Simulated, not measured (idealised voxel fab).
The following process module bears the name voxel quadruple lines.
Xsec cut, 140 nm wide, square cell size 5 nm.
For the purposes of this document, a cross-section shall be understood as a grid of square cells, specified as bands listed in top-to-bottom order, each band consisting of one or more rows of cells.
Heights first: top, then bottom, in nm. Then materials, left to right, each with a width in nm. "everywhere" on a single material: fills the band edge to edge. "blank": empty space.
For the purposes of this specification, 0 denotes the height below which the wafer in its as-received condition is composed wholly of one material, and the lowermost band, lacking a lower limit, extends downward without end, as expressed in "from 0 down".
Width "30 to 40": first value at the band's top row of cells, second value at its bottom row, equal change from row to row.
"no alterations made" for a step: no cell of the cross-section changed in that step.
Empty spaces without an open route to the top, at least 8 cells in extent, make up the entry "closed voids"; each is given as width x height at distance, where the distance is measured from the left edge, and all are in nm.
It should be noted that, on the line of a given step, the content following the step's settings is a remark produced by the simulator itself with respect to that step.
overlay nm: on a step with a mask, how far right of its planned place the mask lay; negative means left.
Read the rest as pairs. Take the cross-section before one process step, then the cross-section after it, which shows only down to the lowest band that changed. Under the pair, find the step between them and its settings. Bear in mind that pairs may come from different runs of this module on the same starting wafer: link a pair to the pair above it only where its entry headed "Preceding state" says to.
PRECEDING STATE
> from 0 down | Si everywhere
> closed voids: none
SECTIONAL RESULT
> from 5 to 0 | SiO2 everywhere
> Below a height of 0, the structure has not been altered.
> closed voids: none
What is the step between the two cross-sections above? CONFORMAL_DEP | material SiO2 | thk nm 5
Preceding state: cross-section not repeated; it is the one shown after the step in the pair just above.
SECTIONAL RESULT
> from 15 to 5 | TiN everywhere
> Below a height of 5, the structure has not been altered.
> closed voids: none
What is the step between the two cross-sections above? DIRECTIONAL_DEP | material TiN | thk nm 10
Preceding state: cross-section not repeated; it is the one shown after the step in the pair just above.
SECTIONAL RESULT
> from 35 to 15 | polySi everywhere
> Below a height of 15, the structure has not been altered.
> closed voids: none
What is the step between the two cross-sections above? DIRECTIONAL_DEP | material polySi | thk nm 20
Preceding state: cross-section not repeated; it is the one shown after the step in the pair just above.
SECTIONAL RESULT
> from 55 to 35 | aC everywhere
> Below a height of 35, the structure has not been altered.
> closed voids: none
What is the step between the two cross-sections above? DIRECTIONAL_DEP | material aC | thk nm 20
Preceding state: cross-section not repeated; it is the one shown after the step in the pair just above.
SECTIONAL RESULT
> from 85 to 55 | blank (30), then resist (20), then blank (40), then resist (20), then blank (30)
> Below a height of 55, the structure has not been altered.
> closed voids: none
What is the step between the two cross-sections above? PATTERN | tone cover | mask id MANDREL | material resist | width nm 20 | pitch nm 60 | thk nm 30 | overlay nm 0
Preceding state: cross-section not repeated; it is the one shown after the step in the pair just above.
SECTIONAL RESULT
> from 65 to 55 | blank (30), then resist (20), then blank (40), then resist (20), then blank (30)
> from 55 to 35 | blank (30), then aC (20), then blank (40), then aC (20), then blank (30)
> Below a height of 35, the structure has not been altered.
> closed voids: none
What is the step between the two cross-sections above? DIRECTIONAL_ETCH | etch materials aC | depth nm 20
Preceding state: cross-section not repeated; it is the one shown after the step in the pair just above.
SECTIONAL RESULT
> from 55 to 35 | blank (30), then aC (20), then blank (40), then aC (20), then blank (30)
> Below a height of 35, the structure has not been altered.
> closed voids: none
What is the step between the two cross-sections above? STRIP | etch materials resist
Preceding state: cross-section not repeated; it is the one shown after the step in the pair just above.
SECTIONAL RESULT
> from 65 to 55 | blank (20), then SiO2 (40), then blank (20), then SiO2 (40), then blank (20)
> from 55 to 45 | blank (20), then SiO2 (10), then aC (20), then SiO2 (10), then blank (20), then SiO2 (10), then aC (20), then SiO2 (10), then blank (20)
> from 45 to 35 | SiO2 (30), then aC (20), then SiO2 (40), then aC (20), then SiO2 (30)
> Below a height of 35, the structure has not been altered.
> closed voids: none
What is the step between the two cross-sections above? CONFORMAL_DEP | material SiO2 | thk nm 10
Preceding state: cross-section not repeated; it is the one shown after the step in the pair just above.
SECTIONAL RESULT
> from 55 to 35 | blank (20), then SiO2 (10), then aC (20), then SiO2 (10), then blank (20), then SiO2 (10), then aC (20), then SiO2 (10), then blank (20)
> Below a height of 35, the structure has not been altered.
> closed voids: none
What is the step between the two cross-sections above? DIRECTIONAL_ETCH | etch materials SiO2 | depth nm 10
Preceding state: cross-section not repeated; it is the one shown after the step in the pair just above.
SECTIONAL RESULT
> from 55 to 35 | blank (20), then SiO2 (10), then blank (20), then SiO2 (10), then blank (20), then SiO2 (10), then blank (20), then SiO2 (10), then blank (20)
> Below a height of 35, the structure has not been altered.
> closed voids: none
What is the step between the two cross-sections above? STRIP | etch materials aC
Preceding state: cross-section not repeated; it is the one shown after the step in the pair just above.
SECTIONAL RESULT
> from 55 to 35 | blank (20), then SiO2 (10), then blank (20), then SiO2 (10), then blank (20), then SiO2 (10), then blank (20), then SiO2 (10), then blank (20)
> from 35 to 15 | blank (20), then polySi (10), then blank (20), then polySi (10), then blank (20), then polySi (10), then blank (20), then polySi (10), then blank (20)
> Below a height of 15, the structure has not been altered.
> closed voids: none
What is the step between the two cross-sections above? DIRECTIONAL_ETCH | etch materials polySi | depth nm 20
Preceding state: cross-section not repeated; it is the one shown after the step in the pair just above.
SECTIONAL RESULT
> from 35 to 15 | blank (20), then polySi (10), then blank (20), then polySi (10), then blank (20), then polySi (10), then blank (20), then polySi (10), then blank (20)
> Below a height of 15, the structure has not been altered.
> closed voids: none
What is the step between the two cross-sections above? STRIP | etch materials SiO2
Preceding state: cross-section not repeated; it is the one shown after the step in the pair just above.
SECTIONAL RESULT
> from 40 to 35 | blank (15), then SiCN (20), then blank (10), then SiCN (20), then blank (10), then SiCN (20), then blank (10), then SiCN (20), then blank (15)
> from 35 to 20 | blank (15), then SiCN (5), then polySi (10), then SiCN (5), then blank (10), then SiCN (5), then polySi (10), then SiCN (5), then blank (10), then SiCN (5), then polySi (10), then SiCN (5), then blank (10), then SiCN (5), then polySi (10), then SiCN (5), then blank (15)
> from 20 to 15 | SiCN (20), then polySi (10), then SiCN (20), then polySi (10), then SiCN (20), then polySi (10), then SiCN (20), then polySi (10), then SiCN (20)
> Below a height of 15, the structure has not been altered.
> closed voids: none
What is the step between the two cross-sections above? CONFORMAL_DEP | material SiCN | thk nm 5
Preceding state: cross-section not repeated; it is the one shown after the step in the pair just above.
SECTIONAL RESULT
> from 35 to 15 | blank (15), then SiCN (5), then polySi (10), then SiCN (5), then blank (10), then SiCN (5), then polySi (10), then SiCN (5), then blank (10), then SiCN (5), then polySi (10), then SiCN (5), then blank (10), then SiCN (5), then polySi (10), then SiCN (5), then blank (15)
> Below a height of 15, the structure has not been altered.
> closed voids: none
What is the step between the two cross-sections above? DIRECTIONAL_ETCH | etch materials SiCN | depth nm 5
Preceding state: cross-section not repeated; it is the one shown after the step in the pair just above.
SECTIONAL RESULT
> from 35 to 15 | blank (15), then SiCN (5), then blank (10), then SiCN (5), then blank (10), then SiCN (5), then blank (10), then SiCN (5), then blank (10), then SiCN (5), then blank (10), then SiCN (5), then blank (10), then SiCN (5), then blank (10), then SiCN (5), then blank (15)
> Below a height of 15, the structure has not been altered.
> closed voids: none
What is the step between the two cross-sections above? STRIP | etch materials polySi
Preceding state: cross-section not repeated; it is the one shown after the step in the pair just above.
SECTIONAL RESULT
> from 35 to 15 | blank (15), then SiCN (5), then blank (10), then SiCN (5), then blank (10), then SiCN (5), then blank (10), then SiCN (5), then blank (10), then SiCN (5), then blank (10), then SiCN (5), then blank (10), then SiCN (5), then blank (10), then SiCN (5), then blank (15)
> from 15 to 5 | blank (15), then TiN (5), then blank (10), then TiN (5), then blank (10), then TiN (5), then blank (10), then TiN (5), then blank (10), then TiN (5), then blank (10), then TiN (5), then blank (10), then TiN (5), then blank (10), then TiN (5), then blank (15)
> Below a height of 5, the structure has not been altered.
> closed voids: none
What is the step between the two cross-sections above? DIRECTIONAL_ETCH | etch materials TiN | depth nm 10
Preceding state: cross-section not repeated; it is the one shown after the step in the pair just above.
SECTIONAL RESULT
> from 15 to 5 | blank (15), then TiN (5), then blank (10), then TiN (5), then blank (10), then TiN (5), then blank (10), then TiN (5), then blank (10), then TiN (5), then blank (10), then TiN (5), then blank (10), then TiN (5), then blank (10), then TiN (5), then blank (15)
> Below a height of 5, the structure has not been altered.
> closed voids: none
What is the step between the two cross-sections above? STRIP | etch materials SiCN
Preceding state: cross-section not repeated; it is the one shown after the step in the pair just above.
SECTIONAL RESULT
> from 25 to 15 | lowk everywhere
> from 15 to 5 | lowk (15), then TiN (5), then lowk (10), then TiN (5), then lowk (10), then TiN (5), then lowk (10), then TiN (5), then lowk (10), then TiN (5), then lowk (10), then TiN (5), then lowk (10), then TiN (5), then lowk (10), then TiN (5), then lowk (15)
> Below a height of 5, the structure has not been altered.
> closed voids: none
What is the step between the two cross-sections above? FILL_DEP | material lowk | thk nm 10
Preceding state: cross-section not repeated; it is the one shown after the step in the pair just above.
SECTIONAL RESULT
> from 15 to 5 | lowk (15), then TiN (5), then lowk (10), then TiN (5), then lowk (10), then TiN (5), then lowk (10), then TiN (5), then lowk (10), then TiN (5), then lowk (10), then TiN (5), then lowk (10), then TiN (5), then lowk (10), then TiN (5), then lowk (15)
> Below a height of 5, the structure has not been altered.
> closed voids: none
What is the step between the two cross-sections above? CMP | height nm 15
PRECEDING STATE
> from 0 down | Si everywhere
> closed voids: none
SECTIONAL RESULT
> from 10 to 0 | TiN everywhere
> Below a height of 0, the structure has not been altered.
> closed voids: none
What is the step between the two cross-sections above? DIRECTIONAL_DEP | material TiN | thk nm 10
Preceding state: cross-section not repeated; it is the one shown after the step in the pair just above.
SECTIONAL RESULT
> from 30 to 10 | polySi everywhere
> Below a height of 10, the structure has not been altered.
> closed voids: none
What is the step between the two cross-sections above? DIRECTIONAL_DEP | material polySi | thk nm 20
Preceding state: cross-section not repeated; it is the one shown after the step in the pair just above.
SECTIONAL RESULT
> from 50 to 30 | aC everywhere
> Below a height of 30, the structure has not been altered.
> closed voids: none
What is the step between the two cross-sections above? DIRECTIONAL_DEP | material aC | thk nm 20
Preceding state: cross-section not repeated; it is the one shown after the step in the pair just above.
SECTIONAL RESULT
> from 80 to 50 | blank (30), then resist (20), then blank (40), then resist (20), then blank (30)
> Below a height of 50, the structure has not been altered.
> closed voids: none
What is the step between the two cross-sections above? PATTERN | tone cover | mask id MANDREL | material resist | width nm 20 | pitch nm 60 | thk nm 30 | overlay nm 0
Preceding state: cross-section not repeated; it is the one shown after the step in the pair just above.
SECTIONAL RESULT
> from 60 to 50 | blank (30), then resist (20), then blank (40), then resist (20), then blank (30)
> from 50 to 30 | blank (30), then aC (20), then blank (40), then aC (20), then blank (30)
> Below a height of 30, the structure has not been altered.
> closed voids: none
What is the step between the two cross-sections above? DIRECTIONAL_ETCH | etch materials aC | depth nm 20
Preceding state: cross-section not repeated; it is the one shown after the step in the pair just above.
SECTIONAL RESULT
> from 50 to 30 | blank (30), then aC (20), then blank (40), then aC (20), then blank (30)
> Below a height of 30, the structure has not been altered.
> closed voids: none
What is the step between the two cross-sections above? STRIP | etch materials resist
Preceding state: cross-section not repeated; it is the one shown after the step in the pair just above.
SECTIONAL RESULT
> from 60 to 50 | blank (20), then SiO2 (40), then blank (20), then SiO2 (40), then blank (20)
> from 50 to 40 | blank (20), then SiO2 (10), then aC (20), then SiO2 (10), then blank (20), then SiO2 (10), then aC (20), then SiO2 (10), then blank (20)
> from 40 to 30 | SiO2 (30), then aC (20), then SiO2 (40), then aC (20), then SiO2 (30)
> Below a height of 30, the structure has not been altered.
> closed voids: none
What is the step between the two cross-sections above? CONFORMAL_DEP | material SiO2 | thk nm 10
Preceding state: cross-section not repeated; it is the one shown after the step in the pair just above.
SECTIONAL RESULT
> from 50 to 30 | blank (20), then SiO2 (10), then aC (20), then SiO2 (10), then blank (20), then SiO2 (10), then aC (20), then SiO2 (10), then blank (20)
> Below a height of 30, the structure has not been altered.
> closed voids: none
What is the step between the two cross-sections above? DIRECTIONAL_ETCH | etch materials SiO2 | depth nm 10
Preceding state: cross-section not repeated; it is the one shown after the step in the pair just above.
SECTIONAL RESULT
> from 50 to 30 | blank (20), then SiO2 (10), then blank (20), then SiO2 (10), then blank (20), then SiO2 (10), then blank (20), then SiO2 (10), then blank (20)
> Below a height of 30, the structure has not been altered.
> closed voids: none
What is the step between the two cross-sections above? STRIP | etch materials aC
Preceding state: cross-section not repeated; it is the one shown after the step in the pair just above.
SECTIONAL RESULT
> from 50 to 30 | blank (20), then SiO2 (10), then blank (20), then SiO2 (10), then blank (20), then SiO2 (10), then blank (20), then SiO2 (10), then blank (20)
> from 30 to 10 | blank (20), then polySi (10), then blank (20), then polySi (10), then blank (20), then polySi (10), then blank (20), then polySi (10), then blank (20)
> Below a height of 10, the structure has not been altered.
> closed voids: none
What is the step between the two cross-sections above? DIRECTIONAL_ETCH | etch materials polySi | depth nm 20
Preceding state: cross-section not repeated; it is the one shown after the step in the pair just above.
SECTIONAL RESULT
> from 30 to 10 | blank (20), then polySi (10), then blank (20), then polySi (10), then blank (20), then polySi (10), then blank (20), then polySi (10), then blank (20)
> Below a height of 10, the structure has not been altered.
> closed voids: none
What is the step between the two cross-sections above? STRIP | etch materials SiO2
Preceding state: cross-section not repeated; it is the one shown after the step in the pair just above.
SECTIONAL RESULT
> from 35 to 30 | blank (15), then SiCN (20), then blank (10), then SiCN (20), then blank (10), then SiCN (20), then blank (10), then SiCN (20), then blank (15)
> from 30 to 15 | blank (15), then SiCN (5), then polySi (10), then SiCN (5), then blank (10), then SiCN (5), then polySi (10), then SiCN (5), then blank (10), then SiCN (5), then polySi (10), then SiCN (5), then blank (10), then SiCN (5), then polySi (10), then SiCN (5), then blank (15)
> from 15 to 10 | SiCN (20), then polySi (10), then SiCN (20), then polySi (10), then SiCN (20), then polySi (10), then SiCN (20), then polySi (10), then SiCN (20)
> Below a height of 10, the structure has not been altered.
> closed voids: none
What is the step between the two cross-sections above? CONFORMAL_DEP | material SiCN | thk nm 5
Preceding state: cross-section not repeated; it is the one shown after the step in the pair just above.
SECTIONAL RESULT
> from 30 to 10 | blank (15), then SiCN (5), then polySi (10), then SiCN (5), then blank (10), then SiCN (5), then polySi (10), then SiCN (5), then blank (10), then SiCN (5), then polySi (10), then SiCN (5), then blank (10), then SiCN (5), then polySi (10), then SiCN (5), then blank (15)
> Below a height of 10, the structure has not been altered.
> closed voids: none
What is the step between the two cross-sections above? DIRECTIONAL_ETCH | etch materials SiCN | depth nm 5
Preceding state: cross-section not repeated; it is the one shown after the step in the pair just above.
SECTIONAL RESULT
> from 30 to 10 | blank (15), then SiCN (5), then blank (10), then SiCN (5), then blank (10), then SiCN (5), then blank (10), then SiCN (5), then blank (10), then SiCN (5), then blank (10), then SiCN (5), then blank (10), then SiCN (5), then blank (10), then SiCN (5), then blank (15)
> Below a height of 10, the structure has not been altered.
> closed voids: none
What is the step between the two cross-sections above? STRIP | etch materials polySi
Preceding state: cross-section not repeated; it is the one shown after the step in the pair just above.
SECTIONAL RESULT
> from 30 to 10 | blank (15), then SiCN (5), then blank (10), then SiCN (5), then blank (10), then SiCN (5), then blank (10), then SiCN (5), then blank (10), then SiCN (5), then blank (10), then SiCN (5), then blank (10), then SiCN (5), then blank (10), then SiCN (5), then blank (15)
> from 10 to 0 | blank (15), then TiN (5), then blank (10), then TiN (5), then blank (10), then TiN (5), then blank (10), then TiN (5), then blank (10), then TiN (5), then blank (10), then TiN (5), then blank (10), then TiN (5), then blank (10), then TiN (5), then blank (15)
> Below a height of 0, the structure has not been altered.
> closed voids: none
What is the step between the two cross-sections above? DIRECTIONAL_ETCH | etch materials TiN | depth nm 10
Preceding state: cross-section not repeated; it is the one shown after the step in the pair just above.
SECTIONAL RESULT
> from 10 to 0 | blank (15), then TiN (5), then blank (10), then TiN (5), then blank (10), then TiN (5), then blank (10), then TiN (5), then blank (10), then TiN (5), then blank (10), then TiN (5), then blank (10), then TiN (5), then blank (10), then TiN (5), then blank (15)
> Below a height of 0, the structure has not been altered.
> closed voids: none
What is the step between the two cross-sections above? STRIP | etch materials SiCN
Preceding state: cross-section not repeated; it is the one shown after the step in the pair just above.
SECTIONAL RESULT
> from 20 to 10 | lowk everywhere
> from 10 to 0 | lowk (15), then TiN (5), then lowk (10), then TiN (5), then lowk (10), then TiN (5), then lowk (10), then TiN (5), then lowk (10), then TiN (5), then lowk (10), then TiN (5), then lowk (10), then TiN (5), then lowk (10), then TiN (5), then lowk (15)
> Below a height of 0, the structure has not been altered.
> closed voids: none
What is the step between the two cross-sections above? FILL_DEP | material lowk | thk nm 10
Preceding state: cross-section not repeated; it is the one shown after the step in the pair just above.
SECTIONAL RESULT
> from 15 to 10 | lowk everywhere
> Below a height of 10, the structure has not been altered.
> closed voids: none
What is the step between the two cross-sections above? CMP | height nm 15
PRECEDING STATE
> from 25 to 15 | lowk everywhere
> from 15 to 5 | lowk (15), then TiN (5), then lowk (10), then TiN (5), then lowk (10), then TiN (5), then lowk (10), then TiN (5), then lowk (10), then TiN (5), then lowk (10), then TiN (5), then lowk (10), then TiN (5), then lowk (10), then TiN (5), then lowk (15)
> from 5 to 0 | SiO2 everywhere
> from 0 down | Si everywhere
> closed voids: none
SECTIONAL RESULT
> from 35 to 15 | lowk everywhere
> Below a height of 15, the structure has not been altered.
> closed voids: none
What is the step between the two cross-sections above? FILL_DEP | material lowk | thk nm 10
Preceding state: cross-section not repeated; it is the one shown after the step in the pair just above.
SECTIONAL RESULT
> from 15 to 5 | lowk (15), then TiN (5), then lowk (10), then TiN (5), then lowk (10), then TiN (5), then lowk (10), then TiN (5), then lowk (10), then TiN (5), then lowk (10), then TiN (5), then lowk (10), then TiN (5), then lowk (10), then TiN (5), then lowk (15)
> Below a height of 5, the structure has not been altered.
> closed voids: none
What is the step between the two cross-sections above? CMP | height nm 15
PRECEDING STATE
> from 5 to 0 | SiO2 everywhere
> from 0 down | Si everywhere
> closed voids: none
SECTIONAL RESULT
> from 25 to 5 | polySi everywhere
> Below a height of 5, the structure has not been altered.
> closed voids: none
What is the step between the two cross-sections above? DIRECTIONAL_DEP | material polySi | thk nm 20
Preceding state: cross-section not repeated; it is the one shown after the step in the pair just above.
SECTIONAL RESULT
> from 35 to 25 | TiN everywhere
> Below a height of 25, the structure has not been altered.
> closed voids: none
What is the step between the two cross-sections above? DIRECTIONAL_DEP | material TiN | thk nm 10
Preceding state: cross-section not repeated; it is the one shown after the step in the pair just above.
SECTIONAL RESULT
> from 55 to 35 | aC everywhere
> Below a height of 35, the structure has not been altered.
> closed voids: none
What is the step between the two cross-sections above? DIRECTIONAL_DEP | material aC | thk nm 20
Preceding state: cross-section not repeated; it is the one shown after the step in the pair just above.
SECTIONAL RESULT
> from 85 to 55 | blank (30), then resist (20), then blank (40), then resist (20), then blank (30)
> Below a height of 55, the structure has not been altered.
> closed voids: none
What is the step between the two cross-sections above? PATTERN | tone cover | mask id MANDREL | material resist | width nm 20 | pitch nm 60 | thk nm 30 | overlay nm 0
Preceding state: cross-section not repeated; it is the one shown after the step in the pair just above.
SECTIONAL RESULT
> from 65 to 55 | blank (30), then resist (20), then blank (40), then resist (20), then blank (30)
> from 55 to 35 | blank (30), then aC (20), then blank (40), then aC (20), then blank (30)
> Below a height of 35, the structure has not been altered.
> closed voids: none
What is the step between the two cross-sections above? DIRECTIONAL_ETCH | etch materials aC | depth nm 20
Preceding state: cross-section not repeated; it is the one shown after the step in the pair just above.
SECTIONAL RESULT
> from 55 to 35 | blank (30), then aC (20), then blank (40), then aC (20), then blank (30)
> Below a height of 35, the structure has not been altered.
> closed voids: none
What is the step between the two cross-sections above? STRIP | etch materials resist
Preceding state: cross-section not repeated; it is the one shown after the step in the pair just above.
SECTIONAL RESULT
> from 65 to 55 | blank (20), then SiO2 (40), then blank (20), then SiO2 (40), then blank (20)
> from 55 to 45 | blank (20), then SiO2 (10), then aC (20), then SiO2 (10), then blank (20), then SiO2 (10), then aC (20), then SiO2 (10), then blank (20)
> from 45 to 35 | SiO2 (30), then aC (20), then SiO2 (40), then aC (20), then SiO2 (30)
> Below a height of 35, the structure has not been altered.
> closed voids: none
What is the step between the two cross-sections above? CONFORMAL_DEP | material SiO2 | thk nm 10
Preceding state: cross-section not repeated; it is the one shown after the step in the pair just above.
SECTIONAL RESULT
> from 55 to 35 | blank (20), then SiO2 (10), then aC (20), then SiO2 (10), then blank (20), then SiO2 (10), then aC (20), then SiO2 (10), then blank (20)
> Below a height of 35, the structure has not been altered.
> closed voids: none
What is the step between the two cross-sections above? DIRECTIONAL_ETCH | etch materials SiO2 | depth nm 10
Preceding state: cross-section not repeated; it is the one shown after the step in the pair just above.
SECTIONAL RESULT
> from 55 to 35 | blank (20), then SiO2 (10), then blank (20), then SiO2 (10), then blank (20), then SiO2 (10), then blank (20), then SiO2 (10), then blank (20)
> Below a height of 35, the structure has not been altered.
> closed voids: none
What is the step between the two cross-sections above? STRIP | etch materials aC
Preceding state: cross-section not repeated; it is the one shown after the step in the pair just above.
SECTIONAL RESULT
> from 35 to 25 | TiN everywhere
> Below a height of 25, the structure has not been altered.
> closed voids: none
What is the step between the two cross-sections above? STRIP | etch materials SiO2
Preceding state: cross-section not repeated; it is the one shown after the step in the pair just above.
SECTIONAL RESULT
> from 40 to 35 | SiCN everywhere
> Below a height of 35, the structure has not been altered.
> closed voids: none
What is the step between the two cross-sections above? CONFORMAL_DEP | material SiCN | thk nm 5
Preceding state: cross-section not repeated; it is the one shown after the step in the pair just above.
SECTIONAL RESULT
> from 35 to 25 | TiN everywhere
> Below a height of 25, the structure has not been altered.
> closed voids: none
What is the step between the two cross-sections above? DIRECTIONAL_ETCH | etch materials SiCN | depth nm 5
Preceding state: cross-section not repeated; it is the one shown after the step in the pair just above.
SECTIONAL RESULT
> from 25 to 5 | polySi everywhere
> Below a height of 5, the structure has not been altered.
> closed voids: none
What is the step between the two cross-sections above? DIRECTIONAL_ETCH | etch materials TiN | depth nm 10
Preceding state: cross-section not repeated; it is the one shown after the step in the pair just above.
SECTIONAL RESULT
> from 35 to 25 | lowk everywhere
> Below a height of 25, the structure has not been altered.
> closed voids: none
What is the step between the two cross-sections above? FILL_DEP | material lowk | thk nm 10
Preceding state: cross-section not repeated; it is the one shown after the step in the pair just above.
SECTIONAL RESULT
> from 15 to 5 | polySi everywhere
> Below a height of 5, the structure has not been altered.
> closed voids: none
What is the step between the two cross-sections above? CMP | height nm 15
PRECEDING STATE
> from 55 to 35 | blank (30), then aC (20), then blank (40), then aC (20), then blank (30)
> from 35 to 15 | polySi everywhere
> from 15 to 5 | TiN everywhere
> from 5 to 0 | SiO2 everywhere
> from 0 down | Si everywhere
> closed voids: none
SECTIONAL RESULT
> from 60 to 55 | blank (25), then SiO2 (30), then blank (30), then SiO2 (30), then blank (25)
> from 55 to 40 | blank (25), then SiO2 (5), then aC (20), then SiO2 (5), then blank (30), then SiO2 (5), then aC (20), then SiO2 (5), then blank (25)
> from 40 to 35 | SiO2 (30), then aC (20), then SiO2 (40), then aC (20), then SiO2 (30)
> Below a height of 35, the structure has not been altered.
> closed voids: none
What is the step between the two cross-sections above? CONFORMAL_DEP | material SiO2 | thk nm 5
Preceding state: cross-section not repeated; it is the one shown after the step in the pair just above.
SECTIONAL RESULT
> from 55 to 50 | blank (30), then aC (20), then blank (40), then aC (20), then blank (30)
> from 50 to 35 | blank (25), then SiO2 (5), then aC (20), then SiO2 (5), then blank (30), then SiO2 (5), then aC (20), then SiO2 (5), then blank (25)
> Below a height of 35, the structure has not been altered.
> closed voids: none
What is the step between the two cross-sections above? DIRECTIONAL_ETCH | etch materials SiO2 | depth nm 10
Preceding state: cross-section not repeated; it is the one shown after the step in the pair just above.
SECTIONAL RESULT
> from 50 to 35 | blank (25), then SiO2 (5), then blank (20), then SiO2 (5), then blank (30), then SiO2 (5), then blank (20), then SiO2 (5), then blank (25)
> Below a height of 35, the structure has not been altered.
> closed voids: none
What is the step between the two cross-sections above? STRIP | etch materials aC
Preceding state: cross-section not repeated; it is the one shown after the step in the pair just above.
SECTIONAL RESULT
> from 50 to 35 | blank (25), then SiO2 (5), then blank (20), then SiO2 (5), then blank (30), then SiO2 (5), then blank (20), then SiO2 (5), then blank (25)
> from 35 to 15 | blank (25), then polySi (5), then blank (20), then polySi (5), then blank (30), then polySi (5), then blank (20), then polySi (5), then blank (25)
> Below a height of 15, the structure has not been altered.
> closed voids: none
What is the step between the two cross-sections above? DIRECTIONAL_ETCH | etch materials polySi | depth nm 20
Preceding state: cross-section not repeated; it is the one shown after the step in the pair just above.
SECTIONAL RESULT
> from 35 to 15 | blank (25), then polySi (5), then blank (20), then polySi (5), then blank (30), then polySi (5), then blank (20), then polySi (5), then blank (25)
> Below a height of 15, the structure has not been altered.
> closed voids: none
What is the step between the two cross-sections above? STRIP | etch materials SiO2
Preceding state: cross-section not repeated; it is the one shown after the step in the pair just above.
SECTIONAL RESULT
> from 40 to 35 | blank (20), then SiCN (15), then blank (10), then SiCN (15), then blank (20), then SiCN (15), then blank (10), then SiCN (15), then blank (20)
> from 35 to 20 | blank (20), then SiCN (5), then polySi (5), then SiCN (5), then blank (10), then SiCN (5), then polySi (5), then SiCN (5), then blank (20), then SiCN (5), then polySi (5), then SiCN (5), then blank (10), then SiCN (5), then polySi (5), then SiCN (5), then blank (20)
> from 20 to 15 | SiCN (25), then polySi (5), then SiCN (20), then polySi (5), then SiCN (30), then polySi (5), then SiCN (20), then polySi (5), then SiCN (25)
> Below a height of 15, the structure has not been altered.
> closed voids: none
What is the step between the two cross-sections above? CONFORMAL_DEP | material SiCN | thk nm 5
Preceding state: cross-section not repeated; it is the one shown after the step in the pair just above.
SECTIONAL RESULT
> from 35 to 15 | blank (20), then SiCN (5), then polySi (5), then SiCN (5), then blank (10), then SiCN (5), then polySi (5), then SiCN (5), then blank (20), then SiCN (5), then polySi (5), then SiCN (5), then blank (10), then SiCN (5), then polySi (5), then SiCN (5), then blank (20)
> Below a height of 15, the structure has not been altered.
> closed voids: none
What is the step between the two cross-sections above? DIRECTIONAL_ETCH | etch materials SiCN | depth nm 5
Preceding state: cross-section not repeated; it is the one shown after the step in the pair just above.
SECTIONAL RESULT
> from 35 to 15 | blank (20), then SiCN (5), then blank (5), then SiCN (5), then blank (10), then SiCN (5), then blank (5), then SiCN (5), then blank (20), then SiCN (5), then blank (5), then SiCN (5), then blank (10), then SiCN (5), then blank (5), then SiCN (5), then blank (20)
> Below a height of 15, the structure has not been altered.
> closed voids: none
What is the step between the two cross-sections above? STRIP | etch materials polySi
Preceding state: cross-section not repeated; it is the one shown after the step in the pair just above.
SECTIONAL RESULT
> from 35 to 15 | blank (20), then SiCN (5), then blank (5), then SiCN (5), then blank (10), then SiCN (5), then blank (5), then SiCN (5), then blank (20), then SiCN (5), then blank (5), then SiCN (5), then blank (10), then SiCN (5), then blank (5), then SiCN (5), then blank (20)
> from 15 to 5 | blank (20), then TiN (5), then blank (5), then TiN (5), then blank (10), then TiN (5), then blank (5), then TiN (5), then blank (20), then TiN (5), then blank (5), then TiN (5), then blank (10), then TiN (5), then blank (5), then TiN (5), then blank (20)
> Below a height of 5, the structure has not been altered.
> closed voids: none
What is the step between the two cross-sections above? DIRECTIONAL_ETCH | etch materials TiN | depth nm 10
Preceding state: cross-section not repeated; it is the one shown after the step in the pair just above.
SECTIONAL RESULT
> from 15 to 5 | blank (20), then TiN (5), then blank (5), then TiN (5), then blank (10), then TiN (5), then blank (5), then TiN (5), then blank (20), then TiN (5), then blank (5), then TiN (5), then blank (10), then TiN (5), then blank (5), then TiN (5), then blank (20)
> Below a height of 5, the structure has not been altered.
> closed voids: none
What is the step between the two cross-sections above? STRIP | etch materials SiCN
Preceding state: cross-section not repeated; it is the one shown after the step in the pair just above.
SECTIONAL RESULT
> from 25 to 15 | lowk everywhere
> from 15 to 5 | lowk (20), then TiN (5), then lowk (5), then TiN (5), then lowk (10), then TiN (5), then lowk (5), then TiN (5), then lowk (20), then TiN (5), then lowk (5), then TiN (5), then lowk (10), then TiN (5), then lowk (5), then TiN (5), then lowk (20)
> Below a height of 5, the structure has not been altered.
> closed voids: none
What is the step between the two cross-sections above? FILL_DEP | material lowk | thk nm 10
Preceding state: cross-section not repeated; it is the one shown after the step in the pair just above.
SECTIONAL RESULT
> from 15 to 5 | lowk (20), then TiN (5), then lowk (5), then TiN (5), then lowk (10), then TiN (5), then lowk (5), then TiN (5), then lowk (20), then TiN (5), then lowk (5), then TiN (5), then lowk (10), then TiN (5), then lowk (5), then TiN (5), then lowk (20)
> Below a height of 5, the structure has not been altered.
> closed voids: none
What is the step between the two cross-sections above? CMP | height nm 15
PRECEDING STATE
> from 55 to 35 | aC everywhere
> from 35 to 15 | polySi everywhere
> from 15 to 5 | TiN everywhere
> from 5 to 0 | SiO2 everywhere
> from 0 down | Si everywhere
> closed voids: none
SECTIONAL RESULT
> from 85 to 55 | blank (25), then resist (30), then blank (30), then resist (30), then blank (25)
> Below a height of 55, the structure has not been altered.
> closed voids: none
What is the step between the two cross-sections above? PATTERN | tone cover | mask id MANDREL | material resist | width nm 30 | pitch nm 60 | thk nm 30 | overlay nm 0
Preceding state: cross-section not repeated; it is the one shown after the step in the pair just above.
SECTIONAL RESULT
> from 65 to 55 | blank (25), then resist (30), then blank (30), then resist (30), then blank (25)
> from 55 to 35 | blank (25), then aC (30), then blank (30), then aC (30), then blank (25)
> Below a height of 35, the structure has not been altered.
> closed voids: none
What is the step between the two cross-sections above? DIRECTIONAL_ETCH | etch materials aC | depth nm 20
Preceding state: cross-section not repeated; it is the one shown after the step in the pair just above.
SECTIONAL RESULT
> from 55 to 35 | blank (25), then aC (30), then blank (30), then aC (30), then blank (25)
> Below a height of 35, the structure has not been altered.
> closed voids: none
What is the step between the two cross-sections above? STRIP | etch materials resist
Preceding state: cross-section not repeated; it is the one shown after the step in the pair just above.
SECTIONAL RESULT
> from 65 to 55 | blank (15), then SiO2 (50), then blank (10), then SiO2 (50), then blank (15)
> from 55 to 45 | blank (15), then SiO2 (10), then aC (30), then SiO2 (10), then blank (10), then SiO2 (10), then aC (30), then SiO2 (10), then blank (15)
> from 45 to 35 | SiO2 (25), then aC (30), then SiO2 (30), then aC (30), then SiO2 (25)
> Below a height of 35, the structure has not been altered.
> closed voids: none
What is the step between the two cross-sections above? CONFORMAL_DEP | material SiO2 | thk nm 10
